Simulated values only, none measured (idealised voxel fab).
process module | voxel ribs on slabs
cross-section cut | 260 nm wide | cells 5 nm
A cross-section is a grid of square cells, given in bands from the top down. A band is one or more rows of cells.
Each band's line starts with the height of the band's top and of its bottom, in nm. Then come its materials from left to right, each with its width in nm. One material with "throughout" fills the band from edge to edge. "air" is empty space.
Height 0 is the level under which the wafer as received is all one material. The lowest band goes on downwards, as in "0 down".
A width such as "30 to 40" changes by the same amount from each row of cells to the next, from the band's top row to its bottom row.
"no change" after a step means that no cell of the cross-section changed.
closed voids: empty space of 8 cells or more with no open way to the top, each as width x height at its distance from the left edge, in nm
after a step's settings: what the simulator itself notes on the step
overlay nm, on a step with a mask: how far to the right of its planned place the mask lay; to the left if negative
plan
1 op RECEIVE | material Si
2 op DIRECTIONAL_DEP | material SiO2 | thk nm 25
3 op DIRECTIONAL_DEP | material polySi | thk nm 25
4 op MASKED_ETCH | tone cover | mask id RIB | width nm 25 | etch materials polySi | depth nm 20 | overlay nm 0
5 op PATTERN | tone cover | mask id SLAB | material resist | width nm 65 | thk nm 20 | overlay nm 0
6 op DIRECTIONAL_ETCH | etch materials polySi | depth nm 5
7 op STRIP | etch materials resist
8 op FILL_DEP | material SiO2 | thk nm 30
9 op CMP | height nm 70
10 op DIRECTIONAL_DEP | material TiN | thk nm 5
11 op DIRECTIONAL_DEP | material aC | thk nm 15
12 op PATTERN | tone cover | mask id HEATER | material resist | width nm 35 | thk nm 35 | overlay nm 0
13 op DIRECTIONAL_ETCH | etch materials aC | depth nm 15
14 op STRIP | etch materials resist
15 op DIRECTIONAL_ETCH | etch materials TiN | depth nm 5
16 op STRIP | etch materials aC
17 op CONFORMAL_DEP | material SiO2 | thk nm 10
first wafer, as planned
as received, after step 1
  0 down: Si throughout
  closed voids: none
after step 2
  25 to 0: SiO2 throughout
  below 0: unchanged
after step 3
  50 to 25: polySi throughout
  below 25: unchanged
after step 4
  50 to 30: air 115 | polySi 25 | air 120
  below 30: unchanged
after step 5
  70 to 50: air 95 | resist 65 | air 100
  50 to 30: air 95 | resist 20 | polySi 25 | resist 20 | air 100
  below 30: unchanged
after step 6
  70 to 50: air 95 | resist 65 | air 100
  50 to 30: air 95 | resist 20 | polySi 25 | resist 20 | air 100
  30 to 25: air 95 | polySi 65 | air 100
  below 25: unchanged
after step 7
  50 to 30: air 115 | polySi 25 | air 120
  below 30: unchanged
after step 8
  80 to 50: SiO2 throughout
  50 to 30: SiO2 115 | polySi 25 | SiO2 120
  30 to 25: SiO2 95 | polySi 65 | SiO2 100
  below 25: unchanged
after step 9
  70 to 50: SiO2 throughout
  below 50: unchanged
after step 10
  75 to 70: TiN throughout
  below 70: unchanged
after step 11
  90 to 75: aC throughout
  below 75: unchanged
after step 12
  125 to 90: air 110 | resist 35 | air 115
  below 90: unchanged
after step 13
  110 to 90: air 110 | resist 35 | air 115
  90 to 75: air 110 | aC 35 | air 115
  below 75: unchanged
after step 14
  90 to 75: air 110 | aC 35 | air 115
  below 75: unchanged
after step 15
  90 to 75: air 110 | aC 35 | air 115
  75 to 70: air 110 | TiN 35 | air 115
  below 70: unchanged
after step 16
  75 to 70: air 110 | TiN 35 | air 115
  below 70: unchanged
after step 17
  85 to 80: air 100 | SiO2 55 | air 105
  80 to 75: SiO2 throughout
  75 to 70: SiO2 110 | TiN 35 | SiO2 115
  below 70: unchanged
second wafer: like start, like plan, one mistake. Through step 16 it matches the first wafer
when step 17 should have ended: no change
what went wrong: step 17 was left out
at the end the second wafer has, in cells: 108 fewer of SiO2
